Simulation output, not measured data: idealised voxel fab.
Process module, titled voxel transistor to metal
It is cross-section cut that appears here, measuring 150 nm in width, its square cells being 5 nm in size.
Just so we're on the same page, the cross-sections are grids of square cells, and they're listed out in bands top to bottom, each band one or more rows deep. In this notation a band is specified by the heights of its top and bottom, in that order and in nm, after which its materials appear from left to right, each paired with its width in nm. The word "throughout" attached to a single material means that material fills the band from edge to edge; the word "blank" stands for empty space. The level at which height equals 0 is the one under which the wafer, as it arrives, is entirely one material. No lower edge exists for the bottom band, which continues downward and is notated as in "top 0, no bottom". A width given as "30 to 40" starts at the first number in the band's top row and ends at the second number in its bottom row, shifting by an equal amount at every step from row to row. Step marked "stayed the same"? Then no cell in the cross-section changed in it. "Listed closed voids": empty spaces of 8 cells or more with no open way to the top, each given as width x height at distance, distance from the left edge, all in nm. Where a step's line continues beyond its settings, the continuation is a remark by the simulator itself on that step. overlay nm: where the mask lay relative to plan, measured to the right, on steps with a mask; negatives go left.

# Planned step list for the process
1: RECEIVE: material Si
2: CONFORMAL_DEP: material SiO2, thk nm 5
3: CONFORMAL_DEP: material SiN, thk nm 15
4: DIRECTIONAL_DEP: material aC, thk nm 15
5: PATTERN: tone cover, mask id ACTIVE, material resist, width nm 90, thk nm 35, overlay nm 0
6: DIRECTIONAL_ETCH: etch materials aC, depth nm 15
7: STRIP: etch materials resist
8: DIRECTIONAL_ETCH: etch materials SiN, depth nm 15
9: DIRECTIONAL_ETCH: etch materials SiO2, depth nm 5
10: DIRECTIONAL_ETCH: etch materials Si, depth nm 25
11: STRIP: etch materials aC
12: OXIDIZE: depth nm 5
13: FILL_DEP: material SiO2, thk nm 10
14: CMP: height nm 20
15: SELECTIVE_ETCH: etch materials SiO2, depth nm 10
16: STRIP: etch materials SiN
17: SELECTIVE_ETCH: etch materials SiO2, depth nm 5
18: OXIDIZE: depth nm 5
19: DIRECTIONAL_DEP: material polySi, thk nm 20
20: DIRECTIONAL_DEP: material SiCN, thk nm 15
21: PATTERN: tone cover, mask id GATE, material resist, width nm 20, thk nm 15, overlay nm 0
22: DIRECTIONAL_ETCH: etch materials SiCN, depth nm 25
23: DIRECTIONAL_ETCH: etch materials polySi, depth nm 30
24: STRIP: etch materials resist
25: CONFORMAL_DEP: material SiN, thk nm 10
26: DIRECTIONAL_ETCH: etch materials SiN, depth nm 10
27: DIRECTIONAL_ETCH: etch materials SiO2, depth nm 5
28: DIRECTIONAL_ETCH: etch materials Si, depth nm 15
29: EPI: material nSi, thk nm 15
30: FILL_DEP: material SiO2, thk nm 5
31: CMP: height nm 35
32: DIRECTIONAL_DEP: material SiO2, thk nm 15
33: MASKED_ETCH: tone open, mask id CONTACT, width nm 30, pitch nm 60, etch materials SiO2, depth nm 55, overlay nm 0
34: CONFORMAL_DEP: material TiN, thk nm 5
35: FILL_DEP: material W, thk nm 10
36: CMP: height nm 50
37: CONFORMAL_DEP: material SiN, thk nm 5
38: DIRECTIONAL_DEP: material SiO2, thk nm 15
39: MASKED_ETCH: tone open, mask id METAL_1, width nm 15, pitch nm 75, etch materials SiO2, depth nm 15, overlay nm 0
40: MASKED_ETCH: tone open, mask id METAL_1, width nm 15, pitch nm 75, etch materials SiN, depth nm 5, overlay nm 0
41: CONFORMAL_DEP: material TiN, thk nm 5
42: FILL_DEP: material Cu, thk nm 10
43: CMP: height nm 70
44: CONFORMAL_DEP: material SiCN, thk nm 5
45: DIRECTIONAL_DEP: material SiO2, thk nm 35
46: PATTERN: tone open, mask id METAL_2, material resist, width nm 15, pitch nm 75, thk nm 20, overlay nm 0
47: DIRECTIONAL_ETCH: etch materials SiO2, depth nm 20
48: STRIP: etch materials resist
49: DIRECTIONAL_DEP: material aC, thk nm 15
50: PATTERN: tone open, mask id METAL_2_HOLES, material resist, width nm 15, pitch nm 75, thk nm 30, overlay nm 0
51: DIRECTIONAL_ETCH: etch materials aC, depth nm 15
52: STRIP: etch materials resist
53: DIRECTIONAL_ETCH: etch materials SiO2, depth nm 15
54: DIRECTIONAL_ETCH: etch materials SiCN, depth nm 5
55: STRIP: etch materials aC
56: CONFORMAL_DEP: material TiN, thk nm 5
57: FILL_DEP: material Cu, thk nm 5
58: CMP: height nm 110
59: CONFORMAL_DEP: material SiN, thk nm 5
The plan's step 5 width nm is the first wafer's value; the wafers differ in this setting and start identical.

# first wafer as received, after step 1
  top 0, no bottom = Si throughout
  Listed closed voids: none

# first wafer at the end, after step 59
  top 115, bottom 110 = SiN throughout
  top 110, bottom 75 = SiO2 30; TiN 5; Cu 5; TiN 5; SiO2 60; TiN 5; Cu 5; TiN 5; SiO2 30
  top 75, bottom 70 = SiCN 30; TiN 15; SiCN 60; TiN 15; SiCN 30
  top 70, bottom 55 = SiO2 30; TiN 5; Cu 5; TiN 5; SiO2 60; TiN 5; Cu 5; TiN 5; SiO2 30
  top 55, bottom 50 = SiN 30; TiN 15; SiN 60; TiN 15; SiN 30
  top 50, bottom 40 = SiO2 30; TiN 5; W 20; TiN 5; SiO2 30; TiN 5; W 20; TiN 5; SiO2 30
  top 40, bottom 35 = SiO2 30; TiN 5; W 15; TiN 10; SiO2 30; TiN 10; W 15; TiN 5; SiO2 30
  top 35, bottom 20 = SiO2 30; TiN 5; W 15; TiN 5; SiN 10; SiCN 20; SiN 10; TiN 5; W 15; TiN 5; SiO2 30
  top 20, bottom 15 = SiO2 30; TiN 5; W 15; TiN 5; SiN 10; polySi 20; SiN 10; TiN 5; W 15; TiN 5; SiO2 30
  top 15, bottom 10 = SiO2 30; TiN 25; SiN 10; polySi 20; SiN 10; TiN 25; SiO2 30
  top 10, bottom 5 = SiO2 30; TiN 10; nSi 15; SiN 10; polySi 20; SiN 10; nSi 15; TiN 10; SiO2 30
  top 5, bottom 0 = SiO2 25; SiN 10; TiN 5; nSi 15; SiN 10; polySi 20; SiN 10; nSi 15; TiN 5; SiN 10; SiO2 25
  top 0, bottom -5 = SiO2 35; TiN 5; nSi 15; SiO2 40; nSi 15; TiN 5; SiO2 35
  top -5, bottom -20 = SiO2 35; nSi 20; Si 40; nSi 20; SiO2 35
  top -20, bottom -30 = SiO2 35; Si 80; SiO2 35
  top -30, no bottom = Si throughout
  Listed closed voids: none

# Sectional view of the last wafer upon completion of the module
  top 115, bottom 110 = SiN throughout
  top 110, bottom 75 = SiO2 30; TiN 5; Cu 5; TiN 5; SiO2 60; TiN 5; Cu 5; TiN 5; SiO2 30
  top 75, bottom 70 = SiCN 30; TiN 15; SiCN 60; TiN 15; SiCN 30
  top 70, bottom 55 = SiO2 30; TiN 5; Cu 5; TiN 5; SiO2 60; TiN 5; Cu 5; TiN 5; SiO2 30
  top 55, bottom 50 = SiN 30; TiN 15; SiN 60; TiN 15; SiN 30
  top 50, bottom 40 = SiO2 30; TiN 5; W 20; TiN 5; SiO2 30; TiN 5; W 20; TiN 5; SiO2 30
  top 40, bottom 35 = SiO2 30; TiN 5; W 15; TiN 10; SiO2 30; TiN 10; W 15; TiN 5; SiO2 30
  top 35, bottom 20 = SiO2 30; TiN 5; W 15; TiN 5; SiN 10; SiCN 20; SiN 10; TiN 5; W 15; TiN 5; SiO2 30
  top 20, bottom 15 = SiO2 30; TiN 5; W 15; TiN 5; SiN 10; polySi 20; SiN 10; TiN 5; W 15; TiN 5; SiO2 30
  top 15, bottom 10 = SiO2 30; TiN 25; SiN 10; polySi 20; SiN 10; TiN 25; SiO2 30
  top 10, bottom 5 = SiO2 30; TiN 10; nSi 15; SiN 10; polySi 20; SiN 10; nSi 15; TiN 10; SiO2 30
  top 5, bottom 0 = SiO2 15; SiN 10; SiO2 5; TiN 10; nSi 15; SiN 10; polySi 20; SiN 10; nSi 15; TiN 10; SiO2 10; SiN 10; SiO2 10
  top 0, bottom -5 = SiO2 30; TiN 10; nSi 15; SiO2 40; nSi 15; TiN 10; SiO2 30
  top -5, bottom -20 = SiO2 25; nSi 30; Si 40; nSi 35; SiO2 20
  top -20, bottom -30 = SiO2 25; Si 105; SiO2 20
  top -30, no bottom = Si throughout
  Listed closed voids: none

# Per wafer (row), end of module: delta in cells per material since receipt, (+) for gained, (-) for lost; closed voids after that
width nm 90; +20 Cu; -124 Si; +36 SiCN; +86 SiN; +468 SiO2; +100 TiN; +46 W; +42 nSi; +16 polySi; Listed closed voids: none
width nm 95; +20 Cu; -122 Si; +36 SiCN; +86 SiN; +461 SiO2; +102 TiN; +46 W; +45 nSi; +16 polySi; Listed closed voids: none
width nm 100; +20 Cu; -120 Si; +36 SiCN; +86 SiN; +454 SiO2; +104 TiN; +46 W; +48 nSi; +16 polySi; Listed closed voids: none
width nm 105; +20 Cu; -118 Si; +36 SiCN; +86 SiN; +449 SiO2; +104 TiN; +46 W; +51 nSi; +16 polySi; Listed closed voids: none
width nm 110; +20 Cu; -116 Si; +36 SiCN; +86 SiN; +444 SiO2; +104 TiN; +46 W; +54 nSi; +16 polySi; Listed closed voids: none
width nm 115; +20 Cu; -114 Si; +36 SiCN; +86 SiN; +439 SiO2; +104 TiN; +46 W; +57 nSi; +16 polySi; Listed closed voids: none
